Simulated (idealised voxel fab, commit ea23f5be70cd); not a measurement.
Process module, titled voxel wiring stack
This is section cut - it's 270 nm across, gridded in 5 nm square cells.
Square cells in a grid make up a cross-section in this document, and the grid is given as bands, listed from the top down, each one or more rows of cells.
Per band: top height and bottom height in nm, followed by the left-to-right materials and their widths in nm; "full width" marks a single material spanning edge to edge, "air" marks empty space.
A quick word on heights: they are counted from 0, and under that level the wafer as it came to us is one material throughout. The lowest band is different from the rest in having no bottom; it simply continues downward, written as in "0 down".
Think of "30->40" as a width that walks from the first number to the second as you go down the band, top row to bottom row, taking equal-sized steps from row to row.
"no change", as given for a step, is the statement that not any cell of the cross-section underwent a change during that step.
Basically, "Listed closed voids" tells you about the enclosed voids: empty spaces with no open way to the top, 8 cells or bigger, each written width x height at distance, where distance is from the left edge, all in nm.
Past the settings on a step's line: simulator remark, on that step.
"overlay nm" denotes, for a step that has a mask, the displacement of the mask to the right of its planned place, with negative values corresponding to the left.
THIS SECTION LISTS THE PROCESS STEPS THAT WERE PLANNED
| 1 | RECEIVE: material Si |
| 2 | CONFORMAL_DEP: material SiO2, thk nm 15 |
| 3 | DIRECTIONAL_DEP: material TiN, thk nm 5 |
| 4 | DIRECTIONAL_DEP: material Ru, thk nm 20 |
| 5 | MASKED_ETCH: tone cover, mask id METAL_1, width nm 25, pitch nm 45, etch materials Ru, depth nm 20, overlay nm 0 |
| 6 | MASKED_ETCH: tone cover, mask id METAL_1, width nm 25, pitch nm 45, etch materials TiN, depth nm 5, overlay nm 0 |
| 7 | CONFORMAL_DEP: material SiCN, thk nm 5 |
| 8 | FILL_DEP: material SiO2, thk nm 10 |
| 9 | CMP: height nm 40 |
| 10 | CONFORMAL_DEP: material SiCN, thk nm 5 |
| 11 | DIRECTIONAL_DEP: material lowk, thk nm 30 |
| 12 | DIRECTIONAL_DEP: material aC, thk nm 10 |
| 13 | PATTERN: tone open, mask id METAL_2_HOLES, material resist, width nm 15, pitch nm 45, thk nm 25, overlay nm 0 |
| 14 | DIRECTIONAL_ETCH: etch materials aC, depth nm 10 |
| 15 | STRIP: etch materials resist |
| 16 | DIRECTIONAL_ETCH: etch materials lowk, depth nm 30 |
| 17 | STRIP: etch materials aC |
| 18 | MASKED_ETCH: tone open, mask id METAL_2, width nm 25, pitch nm 45, etch materials lowk, depth nm 15, overlay nm 0 |
| 19 | MASKED_ETCH: tone open, mask id METAL_2, width nm 25, pitch nm 45, etch materials SiCN, depth nm 5, overlay nm 0 |
| 20 | CONFORMAL_DEP: material TiN, thk nm 5 |
| 21 | FILL_DEP: material Ru, thk nm 10 |
| 22 | CMP: height nm 75 |
| 23 | CONFORMAL_DEP: material SiCN, thk nm 5 |
| 24 | DIRECTIONAL_DEP: material lowk, thk nm 10 |
| 25 | PATTERN: tone open, mask id PLUG_2, material resist, width nm 15, pitch nm 45, thk nm 20, overlay nm 0 |
| 26 | DIRECTIONAL_ETCH: etch materials lowk, depth nm 10 |
| 27 | DIRECTIONAL_ETCH: etch materials SiCN, depth nm 5 |
| 28 | STRIP: etch materials resist |
| 29 | EPI: material Ru, thk nm 10 |
| 30 | EPI: material Ru, thk nm 5 |
| 31 | DIRECTIONAL_DEP: material TiN, thk nm 5 |
| 32 | DIRECTIONAL_DEP: material W, thk nm 25 |
| 33 | MASKED_ETCH: tone cover, mask id METAL_3, width nm 25, pitch nm 45, etch materials W, depth nm 25, overlay nm 0 |
| 34 | MASKED_ETCH: tone cover, mask id METAL_3, width nm 25, pitch nm 45, etch materials TiN, depth nm 5, overlay nm 0 |
| 35 | FILL_DEP: material lowk, thk nm 10 |
| 36 | CMP: height nm 120 |
| 37 | CONFORMAL_DEP: material SiCN, thk nm 5 |
THE FIRST OF A SET OF TWO WAFERS, RUN TO PLAN
THE CROSS-SECTION HERE SHOWS THE WAFER AS RECEIVED, I.E. IN ITS STATE AFTER STEP 1
0 down  Si full width
Listed closed voids: none
CROSS-SECTION OF THE WAFER AFTER STEP 2
15 to 0  SiO2 full width
No changes below 0.
CROSS-SECTION OF THE WAFER AFTER STEP 3
20 to 15  TiN full width
No changes below 15.
CROSS-SECTION OF THE WAFER AFTER STEP 4
40 to 20  Ru full width
No changes below 20.
CROSS-SECTION OF THE WAFER AFTER STEP 5
40 to 20  air 75 nm, then Ru 25 nm, then air 20 nm, then Ru 25 nm, then air 20 nm, then Ru 25 nm, then air 80 nm
No changes below 20.
CROSS-SECTION OF THE WAFER AFTER STEP 6
40 to 20  air 75 nm, then Ru 25 nm, then air 20 nm, then Ru 25 nm, then air 20 nm, then Ru 25 nm, then air 80 nm
20 to 15  air 75 nm, then TiN 25 nm, then air 20 nm, then TiN 25 nm, then air 20 nm, then TiN 25 nm, then air 80 nm
No changes below 15.
CROSS-SECTION OF THE WAFER AFTER STEP 7
45 to 40  air 70 nm, then SiCN 35 nm, then air 10 nm, then SiCN 35 nm, then air 10 nm, then SiCN 35 nm, then air 75 nm
40 to 20  air 70 nm, then SiCN 5 nm, then Ru 25 nm, then SiCN 5 nm, then air 10 nm, then SiCN 5 nm, then Ru 25 nm, then SiCN 5 nm, then air 10 nm, then SiCN 5 nm, then Ru 25 nm, then SiCN 5 nm, then air 75 nm
20 to 15  SiCN 75 nm, then TiN 25 nm, then SiCN 20 nm, then TiN 25 nm, then SiCN 20 nm, then TiN 25 nm, then SiCN 80 nm
No changes below 15.
CROSS-SECTION OF THE WAFER AFTER STEP 8
55 to 45  SiO2 full width
45 to 40  SiO2 70 nm, then SiCN 35 nm, then SiO2 10 nm, then SiCN 35 nm, then SiO2 10 nm, then SiCN 35 nm, then SiO2 75 nm
40 to 20  SiO2 70 nm, then SiCN 5 nm, then Ru 25 nm, then SiCN 5 nm, then SiO2 10 nm, then SiCN 5 nm, then Ru 25 nm, then SiCN 5 nm, then SiO2 10 nm, then SiCN 5 nm, then Ru 25 nm, then SiCN 5 nm, then SiO2 75 nm
No changes below 20.
CROSS-SECTION OF THE WAFER AFTER STEP 9
40 to 20  SiO2 70 nm, then SiCN 5 nm, then Ru 25 nm, then SiCN 5 nm, then SiO2 10 nm, then SiCN 5 nm, then Ru 25 nm, then SiCN 5 nm, then SiO2 10 nm, then SiCN 5 nm, then Ru 25 nm, then SiCN 5 nm, then SiO2 75 nm
No changes below 20.
CROSS-SECTION OF THE WAFER AFTER STEP 10
45 to 40  SiCN full width
No changes below 40.
CROSS-SECTION OF THE WAFER AFTER STEP 11
75 to 45  lowk full width
No changes below 45.
CROSS-SECTION OF THE WAFER AFTER STEP 12
85 to 75  aC full width
No changes below 75.
CROSS-SECTION OF THE WAFER AFTER STEP 13
110 to 85  resist 75 nm, then air 15 nm, then resist 30 nm, then air 15 nm, then resist 30 nm, then air 15 nm, then resist 90 nm
No changes below 85.
CROSS-SECTION OF THE WAFER AFTER STEP 14
100 to 85  resist 75 nm, then air 15 nm, then resist 30 nm, then air 15 nm, then resist 30 nm, then air 15 nm, then resist 90 nm
85 to 75  aC 75 nm, then air 15 nm, then aC 30 nm, then air 15 nm, then aC 30 nm, then air 15 nm, then aC 90 nm
No changes below 75.
CROSS-SECTION OF THE WAFER AFTER STEP 15
85 to 75  aC 75 nm, then air 15 nm, then aC 30 nm, then air 15 nm, then aC 30 nm, then air 15 nm, then aC 90 nm
No changes below 75.
CROSS-SECTION OF THE WAFER AFTER STEP 16
85 to 75  aC 75 nm, then air 15 nm, then aC 30 nm, then air 15 nm, then aC 30 nm, then air 15 nm, then aC 90 nm
75 to 45  lowk 75 nm, then air 15 nm, then lowk 30 nm, then air 15 nm, then lowk 30 nm, then air 15 nm, then lowk 90 nm
No changes below 45.
CROSS-SECTION OF THE WAFER AFTER STEP 17
75 to 45  lowk 75 nm, then air 15 nm, then lowk 30 nm, then air 15 nm, then lowk 30 nm, then air 15 nm, then lowk 90 nm
No changes below 45.
CROSS-SECTION OF THE WAFER AFTER STEP 18
75 to 60  lowk 75 nm, then air 25 nm, then lowk 20 nm, then air 25 nm, then lowk 20 nm, then air 25 nm, then lowk 80 nm
No changes below 60.
CROSS-SECTION OF THE WAFER AFTER STEP 19
75 to 60  lowk 75 nm, then air 25 nm, then lowk 20 nm, then air 25 nm, then lowk 20 nm, then air 25 nm, then lowk 80 nm
60 to 45  lowk 75 nm, then air 15 nm, then lowk 30 nm, then air 15 nm, then lowk 30 nm, then air 15 nm, then lowk 90 nm
45 to 40  SiCN 75 nm, then air 15 nm, then SiCN 30 nm, then air 15 nm, then SiCN 30 nm, then air 15 nm, then SiCN 90 nm
No changes below 40.
CROSS-SECTION OF THE WAFER AFTER STEP 20
80 to 75  TiN 80 nm, then air 15 nm, then TiN 30 nm, then air 15 nm, then TiN 30 nm, then air 15 nm, then TiN 85 nm
75 to 65  lowk 75 nm, then TiN 5 nm, then air 15 nm, then TiN 5 nm, then lowk 20 nm, then TiN 5 nm, then air 15 nm, then TiN 5 nm, then lowk 20 nm, then TiN 5 nm, then air 15 nm, then TiN 5 nm, then lowk 80 nm
65 to 60  lowk 75 nm, then TiN 5 nm, then air 5 nm, then TiN 15 nm, then lowk 20 nm, then TiN 5 nm, then air 5 nm, then TiN 15 nm, then lowk 20 nm, then TiN 5 nm, then air 5 nm, then TiN 15 nm, then lowk 80 nm
60 to 45  lowk 75 nm, then TiN 5 nm, then air 5 nm, then TiN 5 nm, then lowk 30 nm, then TiN 5 nm, then air 5 nm, then TiN 5 nm, then lowk 30 nm, then TiN 5 nm, then air 5 nm, then TiN 5 nm, then lowk 90 nm
45 to 40  SiCN 75 nm, then TiN 15 nm, then SiCN 30 nm, then TiN 15 nm, then SiCN 30 nm, then TiN 15 nm, then SiCN 90 nm
No changes below 40.
CROSS-SECTION OF THE WAFER AFTER STEP 21
90 to 80  Ru full width
80 to 75  TiN 80 nm, then Ru 15 nm, then TiN 30 nm, then Ru 15 nm, then TiN 30 nm, then Ru 15 nm, then TiN 85 nm
75 to 65  lowk 75 nm, then TiN 5 nm, then Ru 15 nm, then TiN 5 nm, then lowk 20 nm, then TiN 5 nm, then Ru 15 nm, then TiN 5 nm, then lowk 20 nm, then TiN 5 nm, then Ru 15 nm, then TiN 5 nm, then lowk 80 nm
65 to 60  lowk 75 nm, then TiN 5 nm, then Ru 5 nm, then TiN 15 nm, then lowk 20 nm, then TiN 5 nm, then Ru 5 nm, then TiN 15 nm, then lowk 20 nm, then TiN 5 nm, then Ru 5 nm, then TiN 15 nm, then lowk 80 nm
60 to 45  lowk 75 nm, then TiN 5 nm, then Ru 5 nm, then TiN 5 nm, then lowk 30 nm, then TiN 5 nm, then Ru 5 nm, then TiN 5 nm, then lowk 30 nm, then TiN 5 nm, then Ru 5 nm, then TiN 5 nm, then lowk 90 nm
No changes below 45.
CROSS-SECTION OF THE WAFER AFTER STEP 22
75 to 65  lowk 75 nm, then TiN 5 nm, then Ru 15 nm, then TiN 5 nm, then lowk 20 nm, then TiN 5 nm, then Ru 15 nm, then TiN 5 nm, then lowk 20 nm, then TiN 5 nm, then Ru 15 nm, then TiN 5 nm, then lowk 80 nm
No changes below 65.
CROSS-SECTION OF THE WAFER AFTER STEP 23
80 to 75  SiCN full width
No changes below 75.
CROSS-SECTION OF THE WAFER AFTER STEP 24
90 to 80  lowk full width
No changes below 80.
CROSS-SECTION OF THE WAFER AFTER STEP 25
110 to 90  resist 75 nm, then air 15 nm, then resist 30 nm, then air 15 nm, then resist 30 nm, then air 15 nm, then resist 90 nm
No changes below 90.
CROSS-SECTION OF THE WAFER AFTER STEP 26
110 to 90  resist 75 nm, then air 15 nm, then resist 30 nm, then air 15 nm, then resist 30 nm, then air 15 nm, then resist 90 nm
90 to 80  lowk 75 nm, then air 15 nm, then lowk 30 nm, then air 15 nm, then lowk 30 nm, then air 15 nm, then lowk 90 nm
No changes below 80.
CROSS-SECTION OF THE WAFER AFTER STEP 27
110 to 90  resist 75 nm, then air 15 nm, then resist 30 nm, then air 15 nm, then resist 30 nm, then air 15 nm, then resist 90 nm
90 to 80  lowk 75 nm, then air 15 nm, then lowk 30 nm, then air 15 nm, then lowk 30 nm, then air 15 nm, then lowk 90 nm
80 to 75  SiCN 75 nm, then air 15 nm, then SiCN 30 nm, then air 15 nm, then SiCN 30 nm, then air 15 nm, then SiCN 90 nm
No changes below 75.
CROSS-SECTION OF THE WAFER AFTER STEP 28
90 to 80  lowk 75 nm, then air 15 nm, then lowk 30 nm, then air 15 nm, then lowk 30 nm, then air 15 nm, then lowk 90 nm
No changes below 80.
CROSS-SECTION OF THE WAFER AFTER STEP 29
90 to 85  lowk 75 nm, then air 15 nm, then lowk 30 nm, then air 15 nm, then lowk 30 nm, then air 15 nm, then lowk 90 nm
85 to 80  lowk 75 nm, then Ru 15 nm, then lowk 30 nm, then Ru 15 nm, then lowk 30 nm, then Ru 15 nm, then lowk 90 nm
80 to 75  SiCN 75 nm, then Ru 15 nm, then SiCN 30 nm, then Ru 15 nm, then SiCN 30 nm, then Ru 15 nm, then SiCN 90 nm
No changes below 75.
CROSS-SECTION OF THE WAFER AFTER STEP 30
90 to 80  lowk 75 nm, then Ru 15 nm, then lowk 30 nm, then Ru 15 nm, then lowk 30 nm, then Ru 15 nm, then lowk 90 nm
No changes below 80.
CROSS-SECTION OF THE WAFER AFTER STEP 31
95 to 90  TiN full width
No changes below 90.
CROSS-SECTION OF THE WAFER AFTER STEP 32
120 to 95  W full width
No changes below 95.
CROSS-SECTION OF THE WAFER AFTER STEP 33
120 to 95  air 75 nm, then W 25 nm, then air 20 nm, then W 25 nm, then air 20 nm, then W 25 nm, then air 80 nm
No changes below 95.
CROSS-SECTION OF THE WAFER AFTER STEP 34
120 to 95  air 75 nm, then W 25 nm, then air 20 nm, then W 25 nm, then air 20 nm, then W 25 nm, then air 80 nm
95 to 90  air 75 nm, then TiN 25 nm, then air 20 nm, then TiN 25 nm, then air 20 nm, then TiN 25 nm, then air 80 nm
No changes below 90.
CROSS-SECTION OF THE WAFER AFTER STEP 35
130 to 120  lowk full width
120 to 95  lowk 75 nm, then W 25 nm, then lowk 20 nm, then W 25 nm, then lowk 20 nm, then W 25 nm, then lowk 80 nm
95 to 90  lowk 75 nm, then TiN 25 nm, then lowk 20 nm, then TiN 25 nm, then lowk 20 nm, then TiN 25 nm, then lowk 80 nm
No changes below 90.
CROSS-SECTION OF THE WAFER AFTER STEP 36
120 to 95  lowk 75 nm, then W 25 nm, then lowk 20 nm, then W 25 nm, then lowk 20 nm, then W 25 nm, then lowk 80 nm
No changes below 95.
CROSS-SECTION OF THE WAFER AFTER STEP 37
125 to 120  SiCN full width
No changes below 120.
COMPANION WAFER, THE SECOND OF TWO: SAME BEGINNING, SAME INTENDED SEQUENCE, ONE MISTAKE IN CARRYING IT OUT; THROUGH STEP 17 INCLUSIVE IT TRACKS THE FIRST EXACTLY
CROSS-SECTIONAL REPRESENTATION OF THE SECOND WAFER AT THE TIME DESIGNATED IN THE PLAN FOR THE COMPLETION OF STEP 18
75 to 60  air 90 nm, then lowk 10 nm, then air 35 nm, then lowk 10 nm, then air 35 nm, then lowk 10 nm, then air 80 nm
No changes below 60.
CROSS-SECTIONAL REPRESENTATION OF THE SECOND WAFER AT THE TIME DESIGNATED IN THE PLAN FOR THE COMPLETION OF STEP 19
75 to 60  air 90 nm, then lowk 10 nm, then air 35 nm, then lowk 10 nm, then air 35 nm, then lowk 10 nm, then air 80 nm
60 to 45  lowk 75 nm, then air 15 nm, then lowk 30 nm, then air 15 nm, then lowk 30 nm, then air 15 nm, then lowk 90 nm
45 to 40  SiCN 75 nm, then air 15 nm, then SiCN 30 nm, then air 15 nm, then SiCN 30 nm, then air 15 nm, then SiCN 90 nm
No changes below 40.
CROSS-SECTIONAL REPRESENTATION OF THE SECOND WAFER AT THE TIME DESIGNATED IN THE PLAN FOR THE COMPLETION OF STEP 20
80 to 75  air 85 nm, then TiN 20 nm, then air 25 nm, then TiN 20 nm, then air 25 nm, then TiN 20 nm, then air 75 nm
75 to 65  air 85 nm, then TiN 5 nm, then lowk 10 nm, then TiN 5 nm, then air 25 nm, then TiN 5 nm, then lowk 10 nm, then TiN 5 nm, then air 25 nm, then TiN 5 nm, then lowk 10 nm, then TiN 5 nm, then air 75 nm
65 to 60  TiN 80 nm, then air 5 nm, then TiN 5 nm, then lowk 10 nm, then TiN 25 nm, then air 5 nm, then TiN 5 nm, then lowk 10 nm, then TiN 25 nm, then air 5 nm, then TiN 5 nm, then lowk 10 nm, then TiN 80 nm
60 to 45  lowk 75 nm, then TiN 5 nm, then air 5 nm, then TiN 5 nm, then lowk 30 nm, then TiN 5 nm, then air 5 nm, then TiN 5 nm, then lowk 30 nm, then TiN 5 nm, then air 5 nm, then TiN 5 nm, then lowk 90 nm
45 to 40  SiCN 75 nm, then TiN 15 nm, then SiCN 30 nm, then TiN 15 nm, then SiCN 30 nm, then TiN 15 nm, then SiCN 90 nm
No changes below 40.
CROSS-SECTIONAL REPRESENTATION OF THE SECOND WAFER AT THE TIME DESIGNATED IN THE PLAN FOR THE COMPLETION OF STEP 21
90 to 80  Ru full width
80 to 75  Ru 85 nm, then TiN 20 nm, then Ru 25 nm, then TiN 20 nm, then Ru 25 nm, then TiN 20 nm, then Ru 75 nm
75 to 65  Ru 85 nm, then TiN 5 nm, then lowk 10 nm, then TiN 5 nm, then Ru 25 nm, then TiN 5 nm, then lowk 10 nm, then TiN 5 nm, then Ru 25 nm, then TiN 5 nm, then lowk 10 nm, then TiN 5 nm, then Ru 75 nm
65 to 60  TiN 80 nm, then Ru 5 nm, then TiN 5 nm, then lowk 10 nm, then TiN 25 nm, then Ru 5 nm, then TiN 5 nm, then lowk 10 nm, then TiN 25 nm, then Ru 5 nm, then TiN 5 nm, then lowk 10 nm, then TiN 80 nm
60 to 45  lowk 75 nm, then TiN 5 nm, then Ru 5 nm, then TiN 5 nm, then lowk 30 nm, then TiN 5 nm, then Ru 5 nm, then TiN 5 nm, then lowk 30 nm, then TiN 5 nm, then Ru 5 nm, then TiN 5 nm, then lowk 90 nm
No changes below 45.
CROSS-SECTIONAL REPRESENTATION OF THE SECOND WAFER AT THE TIME DESIGNATED IN THE PLAN FOR THE COMPLETION OF STEP 22
75 to 65  Ru 85 nm, then TiN 5 nm, then lowk 10 nm, then TiN 5 nm, then Ru 25 nm, then TiN 5 nm, then lowk 10 nm, then TiN 5 nm, then Ru 25 nm, then TiN 5 nm, then lowk 10 nm, then TiN 5 nm, then Ru 75 nm
No changes below 65.
CROSS-SECTIONAL REPRESENTATION OF THE SECOND WAFER AT THE TIME DESIGNATED IN THE PLAN FOR THE COMPLETION OF STEP 23
80 to 75  SiCN full width
No changes below 75.
CROSS-SECTIONAL REPRESENTATION OF THE SECOND WAFER AT THE TIME DESIGNATED IN THE PLAN FOR THE COMPLETION OF STEP 24
90 to 80  lowk full width
No changes below 80.
CROSS-SECTIONAL REPRESENTATION OF THE SECOND WAFER AT THE TIME DESIGNATED IN THE PLAN FOR THE COMPLETION OF STEP 25
110 to 90  resist 75 nm, then air 15 nm, then resist 30 nm, then air 15 nm, then resist 30 nm, then air 15 nm, then resist 90 nm
No changes below 90.
CROSS-SECTIONAL REPRESENTATION OF THE SECOND WAFER AT THE TIME DESIGNATED IN THE PLAN FOR THE COMPLETION OF STEP 26
110 to 90  resist 75 nm, then air 15 nm, then resist 30 nm, then air 15 nm, then resist 30 nm, then air 15 nm, then resist 90 nm
90 to 80  lowk 75 nm, then air 15 nm, then lowk 30 nm, then air 15 nm, then lowk 30 nm, then air 15 nm, then lowk 90 nm
No changes below 80.
CROSS-SECTIONAL REPRESENTATION OF THE SECOND WAFER AT THE TIME DESIGNATED IN THE PLAN FOR THE COMPLETION OF STEP 27
110 to 90  resist 75 nm, then air 15 nm, then resist 30 nm, then air 15 nm, then resist 30 nm, then air 15 nm, then resist 90 nm
90 to 80  lowk 75 nm, then air 15 nm, then lowk 30 nm, then air 15 nm, then lowk 30 nm, then air 15 nm, then lowk 90 nm
80 to 75  SiCN 75 nm, then air 15 nm, then SiCN 30 nm, then air 15 nm, then SiCN 30 nm, then air 15 nm, then SiCN 90 nm
No changes below 75.
CROSS-SECTIONAL REPRESENTATION OF THE SECOND WAFER AT THE TIME DESIGNATED IN THE PLAN FOR THE COMPLETION OF STEP 28
90 to 80  lowk 75 nm, then air 15 nm, then lowk 30 nm, then air 15 nm, then lowk 30 nm, then air 15 nm, then lowk 90 nm
No changes below 80.
CROSS-SECTIONAL REPRESENTATION OF THE SECOND WAFER AT THE TIME DESIGNATED IN THE PLAN FOR THE COMPLETION OF STEP 29
90 to 85  lowk 75 nm, then air 15 nm, then lowk 30 nm, then air 15 nm, then lowk 30 nm, then air 15 nm, then lowk 90 nm
85 to 80  lowk 75 nm, then Ru 15 nm, then lowk 30 nm, then Ru 15 nm, then lowk 30 nm, then Ru 15 nm, then lowk 90 nm
80 to 75  SiCN 75 nm, then Ru 15 nm, then SiCN 30 nm, then Ru 15 nm, then SiCN 30 nm, then Ru 15 nm, then SiCN 90 nm
No changes below 75.
CROSS-SECTIONAL REPRESENTATION OF THE SECOND WAFER AT THE TIME DESIGNATED IN THE PLAN FOR THE COMPLETION OF STEP 30
90 to 80  lowk 75 nm, then Ru 15 nm, then lowk 30 nm, then Ru 15 nm, then lowk 30 nm, then Ru 15 nm, then lowk 90 nm
No changes below 80.
CROSS-SECTIONAL REPRESENTATION OF THE SECOND WAFER AT THE TIME DESIGNATED IN THE PLAN FOR THE COMPLETION OF STEP 31
95 to 90  TiN full width
No changes below 90.
CROSS-SECTIONAL REPRESENTATION OF THE SECOND WAFER AT THE TIME DESIGNATED IN THE PLAN FOR THE COMPLETION OF STEP 32
120 to 95  W full width
No changes below 95.
CROSS-SECTIONAL REPRESENTATION OF THE SECOND WAFER AT THE TIME DESIGNATED IN THE PLAN FOR THE COMPLETION OF STEP 33
120 to 95  air 75 nm, then W 25 nm, then air 20 nm, then W 25 nm, then air 20 nm, then W 25 nm, then air 80 nm
No changes below 95.
CROSS-SECTIONAL REPRESENTATION OF THE SECOND WAFER AT THE TIME DESIGNATED IN THE PLAN FOR THE COMPLETION OF STEP 34
120 to 95  air 75 nm, then W 25 nm, then air 20 nm, then W 25 nm, then air 20 nm, then W 25 nm, then air 80 nm
95 to 90  air 75 nm, then TiN 25 nm, then air 20 nm, then TiN 25 nm, then air 20 nm, then TiN 25 nm, then air 80 nm
No changes below 90.
CROSS-SECTIONAL REPRESENTATION OF THE SECOND WAFER AT THE TIME DESIGNATED IN THE PLAN FOR THE COMPLETION OF STEP 35
130 to 120  lowk full width
120 to 95  lowk 75 nm, then W 25 nm, then lowk 20 nm, then W 25 nm, then lowk 20 nm, then W 25 nm, then lowk 80 nm
95 to 90  lowk 75 nm, then TiN 25 nm, then lowk 20 nm, then TiN 25 nm, then lowk 20 nm, then TiN 25 nm, then lowk 80 nm
No changes below 90.
CROSS-SECTIONAL REPRESENTATION OF THE SECOND WAFER AT THE TIME DESIGNATED IN THE PLAN FOR THE COMPLETION OF STEP 36
120 to 95  lowk 75 nm, then W 25 nm, then lowk 20 nm, then W 25 nm, then lowk 20 nm, then W 25 nm, then lowk 80 nm
No changes below 95.
CROSS-SECTIONAL REPRESENTATION OF THE SECOND WAFER AT THE TIME DESIGNATED IN THE PLAN FOR THE COMPLETION OF STEP 37
125 to 120  SiCN full width
No changes below 120.
It is concluded that the wafer was processed incorrectly with respect to the plan, in that not per plan at step 18, really ran MASKED_ETCH: tone cover, mask id METAL_2, width nm 25, pitch nm 45, etch materials lowk, depth nm 15, overlay nm 0
The second wafer ends with more or fewer cells of some materials than the first, per final count: Ru: 66 more; TiN: 33 more; lowk: 99 fewer
